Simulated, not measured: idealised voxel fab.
process module | voxel self aligned vias
Cross-sectional view cut (width: 230 nm; square cell size: 5 nm).
Heads up, the way a cross-section reads in here is a grid of square cells, handed over as bands from the top down, with every band being one or more rows of cells. For a band, the entry starts with two heights in nm, that of the top and then that of the bottom, and carries on with the band's materials in order from left to right, each alongside its width in nm; the word "everywhere" beside a single material means it fills the band edge to edge, and "blank" means empty space. All heights in this document are referenced to 0, defined as the level beneath which the wafer, as received, consists entirely of one material. The lowest band is not bounded below; it extends indefinitely downward and is written in the form "z 0 and below". The expression "30->40" gives the width at the extremes of the band, the first number at its top row of cells and the second at its bottom row, with the width changing by equal amounts from each row to the next in between. "no alterations made", as given for a step, is the statement that not any cell of the cross-section underwent a change during that step. Enclosed voids (no open way to top), threshold 8 cells or more, entry "Voids lacking openings", notation width x height at distance, distance from left edge, nm. Anything after a step's settings on that line? It's the simulator's own note about the step. Each step line may optionally specify "overlay nm", which for a step with a mask gives the rightward distance between the mask's planned place and where it lay, a negative value indicating the leftward direction. So the way this works: pairs, before and after one process step. The after picture only goes down to the lowest band that actually changed, nothing below. Step and its settings are under each pair. And watch out, pairs might come from different runs of this module, same starting wafer though, so a pair only follows on from the one above if its "Pre-step view" entry tells you so.

-- Pre-step view
  z 70 to 60  65 of aC, 40 of blank, 125 of aC
  z 60 to 45  SiO2 everywhere
  z 45 to 35  70 of SiO2, 30 of SiN, 25 of SiO2, 30 of SiN, 75 of SiO2
  z 35 to 20  70 of SiO2, 5 of TiN, 20 of Ru, 5 of TiN, 25 of SiO2, 5 of TiN, 20 of Ru, 5 of TiN, 75 of SiO2
  z 20 to 15  70 of SiO2, 30 of TiN, 25 of SiO2, 30 of TiN, 75 of SiO2
  z 15 to 10  SiCN everywhere
  z 10 to 0  SiO2 everywhere
  z 0 and below  Si everywhere
  Voids lacking openings: none

-- Post-Step Section View
  z 70 to 60  65 of aC, 40 of blank, 125 of aC
  z 60 to 45  65 of SiO2, 40 of blank, 125 of SiO2
  z 45 to 40  65 of SiO2, 5 of blank, 30 of SiN, 5 of blank, 20 of SiO2, 30 of SiN, 75 of SiO2
  At heights below 40, the structure remains unaltered.
  Voids lacking openings: none
To go from the before cross-section above to the after cross-section, apply DIRECTIONAL_ETCH with etch materials SiO2, depth nm 20

Pre-step view: as in the pair right above, post-step view.

-- Post-Step Section View
  z 70 to 60  65 of aC, 40 of blank, 125 of aC
  z 60 to 45  65 of SiO2, 40 of blank, 125 of SiO2
  z 45 to 35  65->70 of SiO2, 40->30 of blank, 20->25 of SiO2, 30 of SiN, 75 of SiO2
  At heights below 35, the structure remains unaltered.
  Voids lacking openings: none
To go from the before cross-section above to the after cross-section, apply DIRECTIONAL_ETCH with etch materials SiN, depth nm 10

Pre-step view: as in the pair right above, post-step view.

-- Post-Step Section View
  z 60 to 45  65 of SiO2, 40 of blank, 125 of SiO2
  At heights below 45, the structure remains unaltered.
  Voids lacking openings: none
To go from the before cross-section above to the after cross-section, apply STRIP with etch materials aC

Pre-step view: as in the pair right above, post-step view.

-- Post-Step Section View
  z 65 to 60  70 of TiN, 30 of blank, 130 of TiN
  z 60 to 45  65 of SiO2, 5 of TiN, 30 of blank, 5 of TiN, 125 of SiO2
  z 45 to 40  65 of SiO2, 10 of TiN, 20 of blank, 10 of TiN, 20 of SiO2, 30 of SiN, 75 of SiO2
  z 40 to 35  70 of SiO2, 30 of TiN, 25 of SiO2, 30 of SiN, 75 of SiO2
  At heights below 35, the structure remains unaltered.
  Voids lacking openings: none
To go from the before cross-section above to the after cross-section, apply CONFORMAL_DEP with material TiN, thk nm 5

Pre-step view: as in the pair right above, post-step view.

-- Post-Step Section View
  z 70 to 65  Cu everywhere
  z 65 to 60  70 of TiN, 30 of Cu, 130 of TiN
  z 60 to 45  65 of SiO2, 5 of TiN, 30 of Cu, 5 of TiN, 125 of SiO2
  z 45 to 40  65 of SiO2, 10 of TiN, 20 of Cu, 10 of TiN, 20 of SiO2, 30 of SiN, 75 of SiO2
  At heights below 40, the structure remains unaltered.
  Voids lacking openings: none
To go from the before cross-section above to the after cross-section, apply FILL_DEP with material Cu, thk nm 5

Pre-step view: as in the pair right above, post-step view.

-- Post-Step Section View
  z 60 to 45  65 of SiO2, 5 of TiN, 30 of Cu, 5 of TiN, 125 of SiO2
  At heights below 45, the structure remains unaltered.
  Voids lacking openings: none
To go from the before cross-section above to the after cross-section, apply CMP with height nm 60

Pre-step view: as in the pair right above, post-step view.

-- Post-Step Section View
  z 65 to 60  SiN everywhere
  At heights below 60, the structure remains unaltered.
  Voids lacking openings: none
To go from the before cross-section above to the after cross-section, apply CONFORMAL_DEP with material SiN, thk nm 5

-- Pre-step view
  z 55 to 45  aC everywhere
  z 45 to 15  SiO2 everywhere
  z 15 to 10  SiCN everywhere
  z 10 to 0  SiO2 everywhere
  z 0 and below  Si everywhere
  Voids lacking openings: none

-- Post-Step Section View
  z 85 to 55  70 of resist, 35 of blank, 20 of resist, 35 of blank, 70 of resist
  At heights below 55, the structure remains unaltered.
  Voids lacking openings: none
To go from the before cross-section above to the after cross-section, apply PATTERN with tone open, mask id LINES, material resist, width nm 35, pitch nm 55, thk nm 30, overlay nm 0

Pre-step view: as in the pair right above, post-step view.

-- Post-Step Section View
  z 75 to 55  70 of resist, 35 of blank, 20 of resist, 35 of blank, 70 of resist
  z 55 to 45  70 of aC, 35 of blank, 20 of aC, 35 of blank, 70 of aC
  At heights below 45, the structure remains unaltered.
  Voids lacking openings: none
To go from the before cross-section above to the after cross-section, apply DIRECTIONAL_ETCH with etch materials aC, depth nm 10

Pre-step view: as in the pair right above, post-step view.

-- Post-Step Section View
  z 55 to 45  70 of aC, 35 of blank, 20 of aC, 35 of blank, 70 of aC
  At heights below 45, the structure remains unaltered.
  Voids lacking openings: none
To go from the before cross-section above to the after cross-section, apply STRIP with etch materials resist

Pre-step view: as in the pair right above, post-step view.

-- Post-Step Section View
  z 55 to 45  70 of aC, 35 of blank, 20 of aC, 35 of blank, 70 of aC
  z 45 to 15  70 of SiO2, 35 of blank, 20 of SiO2, 35 of blank, 70 of SiO2
  At heights below 15, the structure remains unaltered.
  Voids lacking openings: none
To go from the before cross-section above to the after cross-section, apply DIRECTIONAL_ETCH with etch materials SiO2, depth nm 30

Pre-step view: as in the pair right above, post-step view.

-- Post-Step Section View
  z 45 to 15  70 of SiO2, 35 of blank, 20 of SiO2, 35 of blank, 70 of SiO2
  At heights below 15, the structure remains unaltered.
  Voids lacking openings: none
To go from the before cross-section above to the after cross-section, apply STRIP with etch materials aC

Pre-step view: as in the pair right above, post-step view.

-- Post-Step Section View
  z 50 to 45  75 of TiN, 25 of blank, 30 of TiN, 25 of blank, 75 of TiN
  z 45 to 20  70 of SiO2, 5 of TiN, 25 of blank, 5 of TiN, 20 of SiO2, 5 of TiN, 25 of blank, 5 of TiN, 70 of SiO2
  z 20 to 15  70 of SiO2, 35 of TiN, 20 of SiO2, 35 of TiN, 70 of SiO2
  At heights below 15, the structure remains unaltered.
  Voids lacking openings: none
To go from the before cross-section above to the after cross-section, apply CONFORMAL_DEP with material TiN, thk nm 5

Pre-step view: as in the pair right above, post-step view.

-- Post-Step Section View
  z 55 to 50  Ru everywhere
  z 50 to 45  75 of TiN, 25 of Ru, 30 of TiN, 25 of Ru, 75 of TiN
  z 45 to 20  70 of SiO2, 5 of TiN, 25 of Ru, 5 of TiN, 20 of SiO2, 5 of TiN, 25 of Ru, 5 of TiN, 70 of SiO2
  At heights below 20, the structure remains unaltered.
  Voids lacking openings: none
To go from the before cross-section above to the after cross-section, apply FILL_DEP with material Ru, thk nm 5

Pre-step view: as in the pair right above, post-step view.

-- Post-Step Section View
  z 45 to 20  70 of SiO2, 5 of TiN, 25 of Ru, 5 of TiN, 20 of SiO2, 5 of TiN, 25 of Ru, 5 of TiN, 70 of SiO2
  At heights below 20, the structure remains unaltered.
  Voids lacking openings: none
To go from the before cross-section above to the after cross-section, apply CMP with height nm 45

Pre-step view: as in the pair right above, post-step view.

-- Post-Step Section View
  z 45 to 35  70 of SiO2, 35 of blank, 20 of SiO2, 35 of blank, 70 of SiO2
  At heights below 35, the structure remains unaltered.
  Voids lacking openings: none
To go from the before cross-section above to the after cross-section, apply SELECTIVE_ETCH with etch materials W Ru TiN, depth nm 10

Pre-step view: as in the pair right above, post-step view.

-- Post-Step Section View
  z 55 to 45  SiN everywhere
  z 45 to 35  70 of SiO2, 35 of SiN, 20 of SiO2, 35 of SiN, 70 of SiO2
  At heights below 35, the structure remains unaltered.
  Voids lacking openings: none
To go from the before cross-section above to the after cross-section, apply FILL_DEP with material SiN, thk nm 10

Pre-step view: as in the pair right above, post-step view.

-- Post-Step Section View
  z 45 to 35  70 of SiO2, 35 of SiN, 20 of SiO2, 35 of SiN, 70 of SiO2
  At heights below 35, the structure remains unaltered.
  Voids lacking openings: none
To go from the before cross-section above to the after cross-section, apply CMP with height nm 45

Pre-step view: as in the pair right above, post-step view.

-- Post-Step Section View
  z 60 to 45  SiO2 everywhere
  At heights below 45, the structure remains unaltered.
  Voids lacking openings: none
To go from the before cross-section above to the after cross-section, apply DIRECTIONAL_DEP with material SiO2, thk nm 15

Pre-step view: as in the pair right above, post-step view.

-- Post-Step Section View
  z 70 to 60  aC everywhere
  At heights below 60, the structure remains unaltered.
  Voids lacking openings: none
To go from the before cross-section above to the after cross-section, apply DIRECTIONAL_DEP with material aC, thk nm 10

Pre-step view: as in the pair right above, post-step view.

-- Post-Step Section View
  z 100 to 70  65 of resist, 40 of blank, 125 of resist
  At heights below 70, the structure remains unaltered.
  Voids lacking openings: none
To go from the before cross-section above to the after cross-section, apply PATTERN with tone open, mask id VIAS, material resist, width nm 40, thk nm 30, overlay nm 0

Pre-step view: as in the pair right above, post-step view.

-- Post-Step Section View
  z 90 to 70  65 of resist, 40 of blank, 125 of resist
  z 70 to 60  65 of aC, 40 of blank, 125 of aC
  At heights below 60, the structure remains unaltered.
  Voids lacking openings: none
To go from the before cross-section above to the after cross-section, apply DIRECTIONAL_ETCH with etch materials aC, depth nm 10

Pre-step view: as in the pair right above, post-step view.

-- Post-Step Section View
  z 70 to 60  65 of aC, 40 of blank, 125 of aC
  At heights below 60, the structure remains unaltered.
  Voids lacking openings: none
To go from the before cross-section above to the after cross-section, apply STRIP with etch materials resist

Pre-step view: as in the pair right above, post-step view.

-- Post-Step Section View
  z 70 to 60  65 of aC, 40 of blank, 125 of aC
  z 60 to 45  65 of SiO2, 40 of blank, 125 of SiO2
  At heights below 45, the structure remains unaltered.
  Voids lacking openings: none
To go from the before cross-section above to the after cross-section, apply DIRECTIONAL_ETCH with etch materials SiO2, depth nm 15

Pre-step view: as in the pair right above, post-step view.

-- Post-Step Section View
  z 70 to 60  65 of aC, 40 of blank, 125 of aC
  z 60 to 45  65 of SiO2, 40 of blank, 125 of SiO2
  z 45 to 35  70 of SiO2, 35 of blank, 20 of SiO2, 35 of SiN, 70 of SiO2
  At heights below 35, the structure remains unaltered.
  Voids lacking openings: none
To go from the before cross-section above to the after cross-section, apply DIRECTIONAL_ETCH with etch materials SiN, depth nm 10

Pre-step view: as in the pair right above, post-step view.

-- Post-Step Section View
  z 60 to 45  65 of SiO2, 40 of blank, 125 of SiO2
  At heights below 45, the structure remains unaltered.
  Voids lacking openings: none
To go from the before cross-section above to the after cross-section, apply STRIP with etch materials aC

Pre-step view: as in the pair right above, post-step view.

-- Post-Step Section View
  z 65 to 60  70 of TiN, 30 of blank, 130 of TiN
  z 60 to 50  65 of SiO2, 5 of TiN, 30 of blank, 5 of TiN, 125 of SiO2
  z 50 to 45  65 of SiO2, 10 of TiN, 25 of blank, 5 of TiN, 125 of SiO2
  z 45 to 40  70 of SiO2, 5 of TiN, 25 of blank, 5 of TiN, 20 of SiO2, 35 of SiN, 70 of SiO2
  z 40 to 35  70 of SiO2, 35 of TiN, 20 of SiO2, 35 of SiN, 70 of SiO2
  At heights below 35, the structure remains unaltered.
  Voids lacking openings: none
To go from the before cross-section above to the after cross-section, apply CONFORMAL_DEP with material TiN, thk nm 5

Pre-step view: as in the pair right above, post-step view.

-- Post-Step Section View
  z 70 to 65  Cu everywhere
  z 65 to 60  70 of TiN, 30 of Cu, 130 of TiN
  z 60 to 50  65 of SiO2, 5 of TiN, 30 of Cu, 5 of TiN, 125 of SiO2
  z 50 to 45  65 of SiO2, 10 of TiN, 25 of Cu, 5 of TiN, 125 of SiO2
  z 45 to 40  70 of SiO2, 5 of TiN, 25 of Cu, 5 of TiN, 20 of SiO2, 35 of SiN, 70 of SiO2
  At heights below 40, the structure remains unaltered.
  Voids lacking openings: none
To go from the before cross-section above to the after cross-section, apply FILL_DEP with material Cu, thk nm 5

Pre-step view: as in the pair right above, post-step view.

-- Post-Step Section View
  z 60 to 50  65 of SiO2, 5 of TiN, 30 of Cu, 5 of TiN, 125 of SiO2
  At heights below 50, the structure remains unaltered.
  Voids lacking openings: none
To go from the before cross-section above to the after cross-section, apply CMP with height nm 60

Pre-step view: as in the pair right above, post-step view.

-- Post-Step Section View
  z 65 to 60  SiN everywhere
  At heights below 60, the structure remains unaltered.
  Voids lacking openings: none
To go from the before cross-section above to the after cross-section, apply CONFORMAL_DEP with material SiN, thk nm 5

-- Pre-step view
  z 55 to 45  aC everywhere
  z 45 to 15  SiO2 everywhere
  z 15 to 10  SiCN everywhere
  z 10 to 0  SiO2 everywhere
  z 0 and below  Si everywhere
  Voids lacking openings: none

-- Post-Step Section View
  z 85 to 55  60 of resist, 30 of blank, 25 of resist, 30 of blank, 85 of resist
  At heights below 55, the structure remains unaltered.
  Voids lacking openings: none
To go from the before cross-section above to the after cross-section, apply PATTERN with tone open, mask id LINES, material resist, width nm 30, pitch nm 55, thk nm 30, overlay nm -10

Pre-step view: as in the pair right above, post-step view.

-- Post-Step Section View
  z 75 to 55  60 of resist, 30 of blank, 25 of resist, 30 of blank, 85 of resist
  z 55 to 45  60 of aC, 30 of blank, 25 of aC, 30 of blank, 85 of aC
  At heights below 45, the structure remains unaltered.
  Voids lacking openings: none
To go from the before cross-section above to the after cross-section, apply DIRECTIONAL_ETCH with etch materials aC, depth nm 10

Pre-step view: as in the pair right above, post-step view.

-- Post-Step Section View
  z 55 to 45  60 of aC, 30 of blank, 25 of aC, 30 of blank, 85 of aC
  At heights below 45, the structure remains unaltered.
  Voids lacking openings: none
To go from the before cross-section above to the after cross-section, apply STRIP with etch materials resist

Pre-step view: as in the pair right above, post-step view.

-- Post-Step Section View
  z 55 to 45  60 of aC, 30 of blank, 25 of aC, 30 of blank, 85 of aC
  z 45 to 15  60 of SiO2, 30 of blank, 25 of SiO2, 30 of blank, 85 of SiO2
  At heights below 15, the structure remains unaltered.
  Voids lacking openings: none
To go from the before cross-section above to the after cross-section, apply DIRECTIONAL_ETCH with etch materials SiO2, depth nm 30

Pre-step view: as in the pair right above, post-step view.

-- Post-Step Section View
  z 45 to 15  60 of SiO2, 30 of blank, 25 of SiO2, 30 of blank, 85 of SiO2
  At heights below 15, the structure remains unaltered.
  Voids lacking openings: none
To go from the before cross-section above to the after cross-section, apply STRIP with etch materials aC

Pre-step view: as in the pair right above, post-step view.

-- Post-Step Section View
  z 50 to 45  65 of TiN, 20 of blank, 35 of TiN, 20 of blank, 90 of TiN
  z 45 to 20  60 of SiO2, 5 of TiN, 20 of blank, 5 of TiN, 25 of SiO2, 5 of TiN, 20 of blank, 5 of TiN, 85 of SiO2
  z 20 to 15  60 of SiO2, 30 of TiN, 25 of SiO2, 30 of TiN, 85 of SiO2
  At heights below 15, the structure remains unaltered.
  Voids lacking openings: none
To go from the before cross-section above to the after cross-section, apply CONFORMAL_DEP with material TiN, thk nm 5

Pre-step view: as in the pair right above, post-step view.

-- Post-Step Section View
  z 55 to 50  Ru everywhere
  z 50 to 45  65 of TiN, 20 of Ru, 35 of TiN, 20 of Ru, 90 of TiN
  z 45 to 20  60 of SiO2, 5 of TiN, 20 of Ru, 5 of TiN, 25 of SiO2, 5 of TiN, 20 of Ru, 5 of TiN, 85 of SiO2
  At heights below 20, the structure remains unaltered.
  Voids lacking openings: none
To go from the before cross-section above to the after cross-section, apply FILL_DEP with material Ru, thk nm 5

Pre-step view: as in the pair right above, post-step view.

-- Post-Step Section View
  z 45 to 20  60 of SiO2, 5 of TiN, 20 of Ru, 5 of TiN, 25 of SiO2, 5 of TiN, 20 of Ru, 5 of TiN, 85 of SiO2
  At heights below 20, the structure remains unaltered.
  Voids lacking openings: none
To go from the before cross-section above to the after cross-section, apply CMP with height nm 45

Pre-step view: as in the pair right above, post-step view.

-- Post-Step Section View
  z 45 to 35  60 of SiO2, 30 of blank, 25 of SiO2, 30 of blank, 85 of SiO2
  At heights below 35, the structure remains unaltered.
  Voids lacking openings: none
To go from the before cross-section above to the after cross-section, apply SELECTIVE_ETCH with etch materials W Ru TiN, depth nm 10

Pre-step view: as in the pair right above, post-step view.

-- Post-Step Section View
  z 55 to 45  SiN everywhere
  z 45 to 35  60 of SiO2, 30 of SiN, 25 of SiO2, 30 of SiN, 85 of SiO2
  At heights below 35, the structure remains unaltered.
  Voids lacking openings: none
To go from the before cross-section above to the after cross-section, apply FILL_DEP with material SiN, thk nm 10

Pre-step view: as in the pair right above, post-step view.

-- Post-Step Section View
  z 45 to 35  60 of SiO2, 30 of SiN, 25 of SiO2, 30 of SiN, 85 of SiO2
  At heights below 35, the structure remains unaltered.
  Voids lacking openings: none
To go from the before cross-section above to the after cross-section, apply CMP with height nm 45

Pre-step view: as in the pair right above, post-step view.

-- Post-Step Section View
  z 60 to 45  SiO2 everywhere
  At heights below 45, the structure remains unaltered.
  Voids lacking openings: none
To go from the before cross-section above to the after cross-section, apply DIRECTIONAL_DEP with material SiO2, thk nm 15

Pre-step view: as in the pair right above, post-step view.

-- Post-Step Section View
  z 70 to 60  aC everywhere
  At heights below 60, the structure remains unaltered.
  Voids lacking openings: none
To go from the before cross-section above to the after cross-section, apply DIRECTIONAL_DEP with material aC, thk nm 10

Pre-step view: as in the pair right above, post-step view.

-- Post-Step Section View
  z 100 to 70  65 of resist, 40 of blank, 125 of resist
  At heights below 70, the structure remains unaltered.
  Voids lacking openings: none
To go from the before cross-section above to the after cross-section, apply PATTERN with tone open, mask id VIAS, material resist, width nm 40, thk nm 30, overlay nm 0

Pre-step view: as in the pair right above, post-step view.

-- Post-Step Section View
  z 90 to 70  65 of resist, 40 of blank, 125 of resist
  z 70 to 60  65 of aC, 40 of blank, 125 of aC
  At heights below 60, the structure remains unaltered.
  Voids lacking openings: none
To go from the before cross-section above to the after cross-section, apply DIRECTIONAL_ETCH with etch materials aC, depth nm 10

Pre-step view: as in the pair right above, post-step view.

-- Post-Step Section View
  z 70 to 60  65 of aC, 40 of blank, 125 of aC
  At heights below 60, the structure remains unaltered.
  Voids lacking openings: none
To go from the before cross-section above to the after cross-section, apply STRIP with etch materials resist

Pre-step view: as in the pair right above, post-step view.

-- Post-Step Section View
  z 70 to 60  65 of aC, 40 of blank, 125 of aC
  z 60 to 45  65 of SiO2, 40 of blank, 125 of SiO2
  At heights below 45, the structure remains unaltered.
  Voids lacking openings: none
To go from the before cross-section above to the after cross-section, apply DIRECTIONAL_ETCH with etch materials SiO2, depth nm 15

Pre-step view: as in the pair right above, post-step view.

-- Post-Step Section View
  z 70 to 60  65 of aC, 40 of blank, 125 of aC
  z 60 to 45  65 of SiO2, 40 of blank, 125 of SiO2
  z 45 to 35  60 of SiO2, 5 of SiN, 25 of blank, 25 of SiO2, 30 of SiN, 85 of SiO2
  At heights below 35, the structure remains unaltered.
  Voids lacking openings: none
To go from the before cross-section above to the after cross-section, apply DIRECTIONAL_ETCH with etch materials SiN, depth nm 10

Pre-step view: as in the pair right above, post-step view.

-- Post-Step Section View
  z 60 to 45  65 of SiO2, 40 of blank, 125 of SiO2
  At heights below 45, the structure remains unaltered.
  Voids lacking openings: none
To go from the before cross-section above to the after cross-section, apply STRIP with etch materials aC

Pre-step view: as in the pair right above, post-step view.

-- Post-Step Section View
  z 65 to 60  70 of TiN, 30 of blank, 130 of TiN
  z 60 to 50  65 of SiO2, 5 of TiN, 30 of blank, 5 of TiN, 125 of SiO2
  z 50 to 45  65 of SiO2, 5 of TiN, 15 of blank, 20 of TiN, 125 of SiO2
  z 45 to 40  60 of SiO2, 5 of SiN, 5 of TiN, 15 of blank, 5 of TiN, 25 of SiO2, 30 of SiN, 85 of SiO2
  z 40 to 35  60 of SiO2, 5 of SiN, 25 of TiN, 25 of SiO2, 30 of SiN, 85 of SiO2
  At heights below 35, the structure remains unaltered.
  Voids lacking openings: none
To go from the before cross-section above to the after cross-section, apply CONFORMAL_DEP with material TiN, thk nm 5

Pre-step view: as in the pair right above, post-step view.

-- Post-Step Section View
  z 70 to 65  Cu everywhere
  z 65 to 60  70 of TiN, 30 of Cu, 130 of TiN
  z 60 to 50  65 of SiO2, 5 of TiN, 30 of Cu, 5 of TiN, 125 of SiO2
  z 50 to 45  65 of SiO2, 5 of TiN, 15 of Cu, 20 of TiN, 125 of SiO2
  z 45 to 40  60 of SiO2, 5 of SiN, 5 of TiN, 15 of Cu, 5 of TiN, 25 of SiO2, 30 of SiN, 85 of SiO2
  At heights below 40, the structure remains unaltered.
  Voids lacking openings: none
To go from the before cross-section above to the after cross-section, apply FILL_DEP with material Cu, thk nm 5

Pre-step view: as in the pair right above, post-step view.

-- Post-Step Section View
  z 60 to 50  65 of SiO2, 5 of TiN, 30 of Cu, 5 of TiN, 125 of SiO2
  At heights below 50, the structure remains unaltered.
  Voids lacking openings: none
To go from the before cross-section above to the after cross-section, apply CMP with height nm 60

Pre-step view: as in the pair right above, post-step view.

-- Post-Step Section View
  z 65 to 60  SiN everywhere
  At heights below 60, the structure remains unaltered.
  Voids lacking openings: none
To go from the before cross-section above to the after cross-section, apply CONFORMAL_DEP with material SiN, thk nm 5

-- Pre-step view
  z 45 to 15  70 of SiO2, 30 of blank, 25 of SiO2, 30 of blank, 75 of SiO2
  z 15 to 10  SiCN everywhere
  z 10 to 0  SiO2 everywhere
  z 0 and below  Si everywhere
  Voids lacking openings: none

-- Post-Step Section View
  z 50 to 20  75 of SiO2, 20 of blank, 35 of SiO2, 20 of blank, 80 of SiO2
  z 20 to 15  SiO2 everywhere
  At heights below 15, the structure remains unaltered.
  Voids lacking openings: none
To go from the before cross-section above to the after cross-section, apply CONFORMAL_DEP with material SiO2, thk nm 5

Pre-step view: as in the pair right above, post-step view.

-- Post-Step Section View
  z 55 to 50  Ru everywhere
  z 50 to 20  75 of SiO2, 20 of Ru, 35 of SiO2, 20 of Ru, 80 of SiO2
  At heights below 20, the structure remains unaltered.
  Voids lacking openings: none
To go from the before cross-section above to the after cross-section, apply FILL_DEP with material Ru, thk nm 5

Pre-step view: as in the pair right above, post-step view.

-- Post-Step Section View
  z 45 to 20  75 of SiO2, 20 of Ru, 35 of SiO2, 20 of Ru, 80 of SiO2
  At heights below 20, the structure remains unaltered.
  Voids lacking openings: none
To go from the before cross-section above to the after cross-section, apply CMP with height nm 45

Pre-step view: as in the pair right above, post-step view.

-- Post-Step Section View
  z 45 to 35  75 of SiO2, 20 of blank, 35 of SiO2, 20 of blank, 80 of SiO2
  At heights below 35, the structure remains unaltered.
  Voids lacking openings: none
To go from the before cross-section above to the after cross-section, apply SELECTIVE_ETCH with etch materials W Ru TiN, depth nm 10

Pre-step view: as in the pair right above, post-step view.

-- Post-Step Section View
  z 55 to 45  SiN everywhere
  z 45 to 35  75 of SiO2, 20 of SiN, 35 of SiO2, 20 of SiN, 80 of SiO2
  At heights below 35, the structure remains unaltered.
  Voids lacking openings: none
To go from the before cross-section above to the after cross-section, apply FILL_DEP with material SiN, thk nm 10

Pre-step view: as in the pair right above, post-step view.

-- Post-Step Section View
  z 45 to 35  75 of SiO2, 20 of SiN, 35 of SiO2, 20 of SiN, 80 of SiO2
  At heights below 35, the structure remains unaltered.
  Voids lacking openings: none
To go from the before cross-section above to the after cross-section, apply CMP with height nm 45

Pre-step view: as in the pair right above, post-step view.

-- Post-Step Section View
  z 60 to 45  SiO2 everywhere
  At heights below 45, the structure remains unaltered.
  Voids lacking openings: none
To go from the before cross-section above to the after cross-section, apply DIRECTIONAL_DEP with material SiO2, thk nm 15

Pre-step view: as in the pair right above, post-step view.

-- Post-Step Section View
  z 70 to 60  aC everywhere
  At heights below 60, the structure remains unaltered.
  Voids lacking openings: none
To go from the before cross-section above to the after cross-section, apply DIRECTIONAL_DEP with material aC, thk nm 10

Pre-step view: as in the pair right above, post-step view.

-- Post-Step Section View
  z 100 to 70  65 of resist, 40 of blank, 125 of resist
  At heights below 70, the structure remains unaltered.
  Voids lacking openings: none
To go from the before cross-section above to the after cross-section, apply PATTERN with tone open, mask id VIAS, material resist, width nm 40, thk nm 30, overlay nm 0

Pre-step view: as in the pair right above, post-step view.

-- Post-Step Section View
  z 90 to 70  65 of resist, 40 of blank, 125 of resist
  z 70 to 60  65 of aC, 40 of blank, 125 of aC
  At heights below 60, the structure remains unaltered.
  Voids lacking openings: none
To go from the before cross-section above to the after cross-section, apply DIRECTIONAL_ETCH with etch materials aC, depth nm 10

Pre-step view: as in the pair right above, post-step view.

-- Post-Step Section View
  z 70 to 60  65 of aC, 40 of blank, 125 of aC
  At heights below 60, the structure remains unaltered.
  Voids lacking openings: none
To go from the before cross-section above to the after cross-section, apply STRIP with etch materials resist

Pre-step view: as in the pair right above, post-step view.

-- Post-Step Section View
  z 70 to 60  65 of aC, 40 of blank, 125 of aC
  z 60 to 45  65 of SiO2, 40 of blank, 125 of SiO2
  At heights below 45, the structure remains unaltered.
  Voids lacking openings: none
To go from the before cross-section above to the after cross-section, apply DIRECTIONAL_ETCH with etch materials SiO2, depth nm 15

Pre-step view: as in the pair right above, post-step view.

-- Post-Step Section View
  z 70 to 60  65 of aC, 40 of blank, 125 of aC
  z 60 to 45  65 of SiO2, 40 of blank, 125 of SiO2
  z 45 to 35  75 of SiO2, 20 of blank, 35 of SiO2, 20 of SiN, 80 of SiO2
  At heights below 35, the structure remains unaltered.
  Voids lacking openings: none
To go from the before cross-section above to the after cross-section, apply DIRECTIONAL_ETCH with etch materials SiN, depth nm 10

Pre-step view: as in the pair right above, post-step view.

-- Post-Step Section View
  z 60 to 45  65 of SiO2, 40 of blank, 125 of SiO2
  At heights below 45, the structure remains unaltered.
  Voids lacking openings: none
To go from the before cross-section above to the after cross-section, apply STRIP with etch materials aC

Pre-step view: as in the pair right above, post-step view.

-- Post-Step Section View
  z 65 to 60  70 of TiN, 30 of blank, 130 of TiN
  z 60 to 50  65 of SiO2, 5 of TiN, 30 of blank, 5 of TiN, 125 of SiO2
  z 50 to 45  65 of SiO2, 15 of TiN, 10 of blank, 15 of TiN, 125 of SiO2
  z 45 to 40  75 of SiO2, 5 of TiN, 10 of blank, 5 of TiN, 35 of SiO2, 20 of SiN, 80 of SiO2
  z 40 to 35  75 of SiO2, 20 of TiN, 35 of SiO2, 20 of SiN, 80 of SiO2
  At heights below 35, the structure remains unaltered.
  Voids lacking openings: none
To go from the before cross-section above to the after cross-section, apply CONFORMAL_DEP with material TiN, thk nm 5

Pre-step view: as in the pair right above, post-step view.

-- Post-Step Section View
  z 70 to 65  Cu everywhere
  z 65 to 60  70 of TiN, 30 of Cu, 130 of TiN
  z 60 to 50  65 of SiO2, 5 of TiN, 30 of Cu, 5 of TiN, 125 of SiO2
  z 50 to 45  65 of SiO2, 15 of TiN, 10 of Cu, 15 of TiN, 125 of SiO2
  z 45 to 40  75 of SiO2, 5 of TiN, 10 of Cu, 5 of TiN, 35 of SiO2, 20 of SiN, 80 of SiO2
  At heights below 40, the structure remains unaltered.
  Voids lacking openings: none
To go from the before cross-section above to the after cross-section, apply FILL_DEP with material Cu, thk nm 5

Pre-step view: as in the pair right above, post-step view.

-- Post-Step Section View
  z 60 to 50  65 of SiO2, 5 of TiN, 30 of Cu, 5 of TiN, 125 of SiO2
  At heights below 50, the structure remains unaltered.
  Voids lacking openings: none
To go from the before cross-section above to the after cross-section, apply CMP with height nm 60

Pre-step view: as in the pair right above, post-step view.

-- Post-Step Section View
  z 65 to 60  SiN everywhere
  At heights below 60, the structure remains unaltered.
  Voids lacking openings: none
To go from the before cross-section above to the after cross-section, apply CONFORMAL_DEP with material SiN, thk nm 5

-- Pre-step view
  z 55 to 45  aC everywhere
  z 45 to 15  SiO2 everywhere
  z 15 to 10  SiCN everywhere
  z 10 to 0  SiO2 everywhere
  z 0 and below  Si everywhere
  Voids lacking openings: none

-- Post-Step Section View
  z 85 to 55  70 of blank, 30 of resist, 25 of blank, 30 of resist, 75 of blank
  At heights below 55, the structure remains unaltered.
  Voids lacking openings: none
To go from the before cross-section above to the after cross-section, apply PATTERN with tone cover, mask id LINES, material resist, width nm 30, pitch nm 55, thk nm 30, overlay nm 0

Pre-step view: as in the pair right above, post-step view.

-- Post-Step Section View
  z 75 to 55  70 of blank, 30 of resist, 25 of blank, 30 of resist, 75 of blank
  z 55 to 45  70 of blank, 30 of aC, 25 of blank, 30 of aC, 75 of blank
  At heights below 45, the structure remains unaltered.
  Voids lacking openings: none
To go from the before cross-section above to the after cross-section, apply DIRECTIONAL_ETCH with etch materials aC, depth nm 10

Pre-step view: as in the pair right above, post-step view.

-- Post-Step Section View
  z 55 to 45  70 of blank, 30 of aC, 25 of blank, 30 of aC, 75 of blank
  At heights below 45, the structure remains unaltered.
  Voids lacking openings: none
To go from the before cross-section above to the after cross-section, apply STRIP with etch materials resist

Pre-step view: as in the pair right above, post-step view.

-- Post-Step Section View
  z 55 to 45  70 of blank, 30 of aC, 25 of blank, 30 of aC, 75 of blank
  z 45 to 15  70 of blank, 30 of SiO2, 25 of blank, 30 of SiO2, 75 of blank
  At heights below 15, the structure remains unaltered.
  Voids lacking openings: none
To go from the before cross-section above to the after cross-section, apply DIRECTIONAL_ETCH with etch materials SiO2, depth nm 30

Pre-step view: as in the pair right above, post-step view.

-- Post-Step Section View
  z 45 to 15  70 of blank, 30 of SiO2, 25 of blank, 30 of SiO2, 75 of blank
  At heights below 15, the structure remains unaltered.
  Voids lacking openings: none
To go from the before cross-section above to the after cross-section, apply STRIP with etch materials aC
